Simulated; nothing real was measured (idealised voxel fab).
process module | voxel wiring stack
cross-section cut | 225 nm wide | cells 5 nm
A cross-section is a grid of square cells, given in bands from the top down. A band is one or more rows of cells.
Each band's line starts with the height of the band's top and of its bottom, in nm. Then come its materials from left to right, each with its width in nm. One material with "throughout" fills the band from edge to edge. "air" is empty space.
Height 0 is the level under which the wafer as received is all one material. The lowest band goes on downwards, as in "0 down".
A width such as "30 to 40" changes by the same amount from each row of cells to the next, from the band's top row to its bottom row.
"no change" after a step means that no cell of the cross-section changed.
closed voids: empty space of 8 cells or more with no open way to the top, each as width x height at its distance from the left edge, in nm
after a step's settings: what the simulator itself notes on the step
overlay nm, on a step with a mask: how far to the right of its planned place the mask lay; to the left if negative
plan
1 op RECEIVE | material Si
2 op CONFORMAL_DEP | material SiO2 | thk nm 15
3 op DIRECTIONAL_DEP | material TiN | thk nm 5
4 op DIRECTIONAL_DEP | material Ru | thk nm 25
5 op PATTERN | tone cover | mask id METAL_1 | material resist | width nm 25 | pitch nm 40 | thk nm 20 | overlay nm 0
6 op DIRECTIONAL_ETCH | etch materials Ru | depth nm 25
7 op DIRECTIONAL_ETCH | etch materials TiN | depth nm 5
8 op STRIP | etch materials resist
9 op FILL_DEP | material SiO2 | thk nm 5
10 op CMP | height nm 45
11 op CONFORMAL_DEP | material SiCN | thk nm 5
12 op DIRECTIONAL_DEP | material SiO2 | thk nm 30
13 op PATTERN | tone open | mask id METAL_2_HOLES | material resist | width nm 15 | pitch nm 40 | thk nm 15 | overlay nm 0
14 op DIRECTIONAL_ETCH | etch materials SiO2 | depth nm 30
15 op STRIP | etch materials resist
16 op DIRECTIONAL_DEP | material aC | thk nm 15
17 op PATTERN | tone open | mask id METAL_2 | material resist | width nm 25 | pitch nm 40 | thk nm 35 | overlay nm 0
18 op DIRECTIONAL_ETCH | etch materials aC | depth nm 15
19 op STRIP | etch materials resist
20 op DIRECTIONAL_ETCH | etch materials SiO2 | depth nm 20
21 op DIRECTIONAL_ETCH | etch materials SiCN | depth nm 5
22 op STRIP | etch materials aC
23 op CONFORMAL_DEP | material TiN | thk nm 5
24 op FILL_DEP | material Ru | thk nm 10
25 op CMP | height nm 80
26 op CONFORMAL_DEP | material SiCN | thk nm 5
27 op DIRECTIONAL_DEP | material SiO2 | thk nm 35
28 op MASKED_ETCH | tone open | mask id METAL_3_HOLES | width nm 15 | etch materials SiO2 | depth nm 35 | overlay nm 0
29 op DIRECTIONAL_DEP | material aC | thk nm 10
30 op PATTERN | tone open | mask id METAL_3 | material resist | width nm 25 | pitch nm 40 | thk nm 25 | overlay nm 0
31 op DIRECTIONAL_ETCH | etch materials aC | depth nm 10
32 op STRIP | etch materials resist
33 op DIRECTIONAL_ETCH | etch materials SiO2 | depth nm 20
34 op DIRECTIONAL_ETCH | etch materials SiCN | depth nm 5
35 op STRIP | etch materials aC
36 op CONFORMAL_DEP | material TiN | thk nm 5
37 op FILL_DEP | material Cu | thk nm 10
38 op CMP | height nm 120
39 op CONFORMAL_DEP | material SiCN | thk nm 5
40 op DIRECTIONAL_DEP | material SiO2 | thk nm 25
41 op PATTERN | tone open | mask id METAL_4_HOLES | material resist | width nm 15 | thk nm 15 | overlay nm 0
42 op DIRECTIONAL_ETCH | etch materials SiO2 | depth nm 25
43 op STRIP | etch materials resist
44 op MASKED_ETCH | tone open | mask id METAL_4 | width nm 25 | pitch nm 40 | etch materials SiO2 | depth nm 15 | overlay nm 0
45 op MASKED_ETCH | tone open | mask id METAL_4 | width nm 25 | pitch nm 40 | etch materials SiCN | depth nm 5 | overlay nm 0
46 op CONFORMAL_DEP | material TiN | thk nm 5
47 op FILL_DEP | material Ru | thk nm 10
48 op CMP | height nm 150
49 op CONFORMAL_DEP | material SiN | thk nm 5
as received, after step 1
  0 down: Si throughout
  closed voids: none
first wafer at the end, as planned
  155 to 150: SiN throughout
  150 to 140: SiO2 80 | TiN 5 | Ru 15 | TiN 5 | SiO2 15 | TiN 5 | Ru 15 | TiN 5 | SiO2 80
  140 to 135: SiO2 80 | TiN 5 | Ru 5 | TiN 15 | SiO2 15 | TiN 25 | SiO2 80
  135 to 125: SiO2 80 | TiN 5 | Ru 5 | TiN 5 | SiO2 130
  125 to 120: SiCN 80 | TiN 15 | SiCN 130
  120 to 105: SiO2 80 | TiN 5 | Cu 15 | TiN 5 | SiO2 15 | TiN 5 | Cu 15 | TiN 5 | SiO2 80
  105 to 100: SiO2 80 | TiN 5 | Cu 5 | TiN 15 | SiO2 15 | TiN 25 | SiO2 80
  100 to 85: SiO2 80 | TiN 5 | Cu 5 | TiN 5 | SiO2 130
  85 to 80: SiCN 80 | TiN 15 | SiCN 130
  80 to 65: SiO2 80 | TiN 5 | Ru 15 | TiN 5 | SiO2 15 | TiN 5 | Ru 15 | TiN 5 | SiO2 80
  65 to 60: SiO2 80 | TiN 5 | Ru 5 | TiN 15 | SiO2 15 | TiN 5 | Ru 5 | TiN 15 | SiO2 80
  60 to 50: SiO2 80 | TiN 5 | Ru 5 | TiN 5 | SiO2 25 | TiN 5 | Ru 5 | TiN 5 | SiO2 90
  50 to 45: SiCN 80 | TiN 15 | SiCN 25 | TiN 15 | SiCN 90
  45 to 20: SiO2 80 | Ru 25 | SiO2 15 | Ru 25 | SiO2 80
  20 to 15: SiO2 80 | TiN 25 | SiO2 15 | TiN 25 | SiO2 80
  15 to 0: SiO2 throughout
  0 down: Si throughout
  closed voids: none
second wafer at the end: like start, like plan, one mistake
  165 to 160: SiN throughout
  160 to 155: Ru throughout
  155 to 150: TiN 85 | Ru 15 | TiN 25 | Ru 15 | TiN 85
  150 to 140: SiO2 80 | TiN 5 | Ru 15 | TiN 5 | SiO2 15 | TiN 5 | Ru 15 | TiN 5 | SiO2 80
  140 to 135: SiO2 80 | TiN 5 | Ru 5 | TiN 15 | SiO2 15 | TiN 25 | SiO2 80
  135 to 125: SiO2 80 | TiN 5 | Ru 5 | TiN 5 | SiO2 130
  125 to 120: SiCN 80 | TiN 15 | SiCN 130
  120 to 105: SiO2 80 | TiN 5 | Cu 15 | TiN 5 | SiO2 15 | TiN 5 | Cu 15 | TiN 5 | SiO2 80
  105 to 100: SiO2 80 | TiN 5 | Cu 5 | TiN 15 | SiO2 15 | TiN 25 | SiO2 80
  100 to 85: SiO2 80 | TiN 5 | Cu 5 | TiN 5 | SiO2 130
  85 to 80: SiCN 80 | TiN 15 | SiCN 130
  80 to 65: SiO2 80 | TiN 5 | Ru 15 | TiN 5 | SiO2 15 | TiN 5 | Ru 15 | TiN 5 | SiO2 80
  65 to 60: SiO2 80 | TiN 5 | Ru 5 | TiN 15 | SiO2 15 | TiN 5 | Ru 5 | TiN 15 | SiO2 80
  60 to 50: SiO2 80 | TiN 5 | Ru 5 | TiN 5 | SiO2 25 | TiN 5 | Ru 5 | TiN 5 | SiO2 90
  50 to 45: SiCN 80 | TiN 15 | SiCN 25 | TiN 15 | SiCN 90
  45 to 20: SiO2 80 | Ru 25 | SiO2 15 | Ru 25 | SiO2 80
  20 to 15: SiO2 80 | TiN 25 | SiO2 15 | TiN 25 | SiO2 80
  15 to 0: SiO2 throughout
  0 down: Si throughout
  closed voids: none
what went wrong: step 48 ran as: op CMP | height nm 160
at the end the second wafer has, in cells: 51 more of Ru | 39 more of TiN
